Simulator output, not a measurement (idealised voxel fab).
A process module follows: voxel self aligned contacts.
The figure presents cross-section cut, which has a width of 180 nm and is divided into square cells with an edge length of 5 nm.
Square cells in a grid make up a cross-section in this document, and the grid is given as bands, listed from the top down, each one or more rows of cells. Read a band's entry like this: the first values are the height of its top and the height of its bottom in nm, and what follows is the sequence of materials from left to right, each with its width in nm. Note that "air" is empty space, and that a single material marked "everywhere" reaches across the band from edge to edge. Height reference: 0 = level under which incoming wafer is all one material. Lowest band: no bottom, runs on downward, e.g. "0 and below". You'd read "30..40" like this: the band's top row of cells is as wide as the first number, its bottom row is as wide as the second, and going down, every row changes width by the same amount as the row before did. Where a step carries "left unchanged", the cross-section came out of it unchanged, cell for cell. Reported under the label "Cavities, closed" are the empty spaces having no open way to the top and comprising 8 cells or more; the notation for each is width x height at distance, in which the distance is measured from the left edge and all three values are in nm. It should be noted that, on the line of a given step, the content following the step's settings is a remark produced by the simulator itself with respect to that step. overlay nm: where the mask lay relative to plan, measured to the right, on steps with a mask; negatives go left.
-- Process steps - plan
1 RECEIVE (material Si)
2 CONFORMAL_DEP (material SiO2; thk nm 5)
3 DIRECTIONAL_DEP (material polySi; thk nm 30)
4 DIRECTIONAL_DEP (material SiN; thk nm 20)
5 MASKED_ETCH (tone cover; mask id GATE; width nm 30; pitch nm 65; etch materials SiN; depth nm 20; overlay nm 0)
6 MASKED_ETCH (tone cover; mask id GATE; width nm 30; pitch nm 65; etch materials polySi; depth nm 30; overlay nm 0)
7 CONFORMAL_DEP (material SiN; thk nm 10)
8 DIRECTIONAL_ETCH (etch materials SiN; depth nm 10)
9 FILL_DEP (material SiO2; thk nm 15)
10 CMP (height nm 65)
11 PATTERN (tone open; mask id CONTACT; material resist; width nm 45; thk nm 20; overlay nm -15)
12 DIRECTIONAL_ETCH (etch materials SiO2; depth nm 65)
13 STRIP (etch materials resist)
14 CONFORMAL_DEP (material TiN; thk nm 5)
15 FILL_DEP (material Ru; thk nm 10)
16 CMP (height nm 65)
17 CONFORMAL_DEP (material SiN; thk nm 5)
varied across the wafers: overlay nm of step 11. The plan shows the first wafer's value. All wafers start alike
-- The as-received cross-section of the first of several wafers corresponds to the state after step 1
> 0 and below: Si everywhere
> Cavities, closed: none
-- Per wafer (row), end of module: delta in cells per material since receipt, (+) for gained, (-) for lost; closed voids after that
overlay nm -15; +18 Ru; +164 SiN; +217 SiO2; +33 TiN; +72 polySi; Cavities, closed: none
overlay nm -10; +18 Ru; +164 SiN; +217 SiO2; +33 TiN; +72 polySi; Cavities, closed: none
overlay nm -5; +18 Ru; +164 SiN; +217 SiO2; +33 TiN; +72 polySi; Cavities, closed: none
overlay nm 0; +18 Ru; +164 SiN; +217 SiO2; +33 TiN; +72 polySi; Cavities, closed: none
overlay nm 5; +18 Ru; +164 SiN; +217 SiO2; +33 TiN; +72 polySi; Cavities, closed: none
overlay nm 10; +18 Ru; +164 SiN; +217 SiO2; +33 TiN; +72 polySi; Cavities, closed: none
overlay nm 15; +18 Ru; +164 SiN; +217 SiO2; +33 TiN; +72 polySi; Cavities, closed: none
